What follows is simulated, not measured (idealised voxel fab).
A process module follows: voxel lift off.
Square cell edge 5 nm, section width 250 nm, ID cut.
Think of the cross-section as a grid of square cells. We describe it in bands, top to bottom, and each band covers one or more rows of those cells. A band entry consists of two parts. The first gives the height of the band's top and the height of its bottom, in nm. The rest lists the band's materials from left to right, each with its width in nm. A single material labelled with the word "throughout" fills the band from edge to edge, and the word "blank" marks empty space. The reference from which all heights are counted is 0, the level beneath which the as-received wafer is entirely one material; the lowest band, having no lower bound, proceeds downward and is written after the example "0..down". You'd read "30 to 40" like this: the band's top row of cells is as wide as the first number, its bottom row is as wide as the second, and going down, every row changes width by the same amount as the row before did. It should be understood that the words "nothing altered", when stated for a given step, signify that the cross-section underwent no change in any of its cells during that step. What "Sealed void list" gives you is every empty space of 8 cells or more that is cut off from the top. Each appears as width x height at distance, with the distance taken from the left edge and width, height and distance all in nm. The remark found on a step's line after its settings is issued by the simulator itself and pertains to that step. overlay nm: how far to the right of its planned place the mask lay on this masked step (negative: to the left).
Planned step list for the process
step 1: RECEIVE, material Si
step 2: CONFORMAL_DEP, material Al2O3, thk nm 10
step 3: PATTERN, tone open, mask id LINES, material resist, width nm 15, pitch nm 35, thk nm 20, overlay nm 0
step 4: DIRECTIONAL_DEP, material Ru, thk nm 10
step 5: STRIP, etch materials resist
step 6: CONFORMAL_DEP, material SiN, thk nm 5
As-received wafer cross-section (after step 1)
  0..down: Si throughout
  Sealed void list: none
First of two wafers, end-of-module section, run followed plan
  25..20: 95 of blank / 25 of SiN / 10 of blank / 25 of SiN / 95 of blank
  20..15: 95 of blank / 5 of SiN / 15 of Ru / 5 of SiN / 10 of blank / 5 of SiN / 15 of Ru / 5 of SiN / 95 of blank
  15..10: 100 of SiN / 15 of Ru / 20 of SiN / 15 of Ru / 100 of SiN
  10..0: Al2O3 throughout
  0..down: Si throughout
  Sealed void list: none
second wafer at the end: like start, like plan, one mistake
  15..10: 95 of blank / 25 of SiN / 10 of blank / 25 of SiN / 95 of blank
  10..5: 95 of blank / 5 of SiN / 15 of Ru / 5 of SiN / 10 of blank / 5 of SiN / 15 of Ru / 5 of SiN / 95 of blank
  5..0: 100 of SiN / 15 of Ru / 20 of SiN / 15 of Ru / 100 of SiN
  0..down: Si throughout
  Sealed void list: none
Run error: step 2 of the plan: omitted, not performed
The second wafer ends with more or fewer cells of some materials than the first, per final count: -100 Al2O3
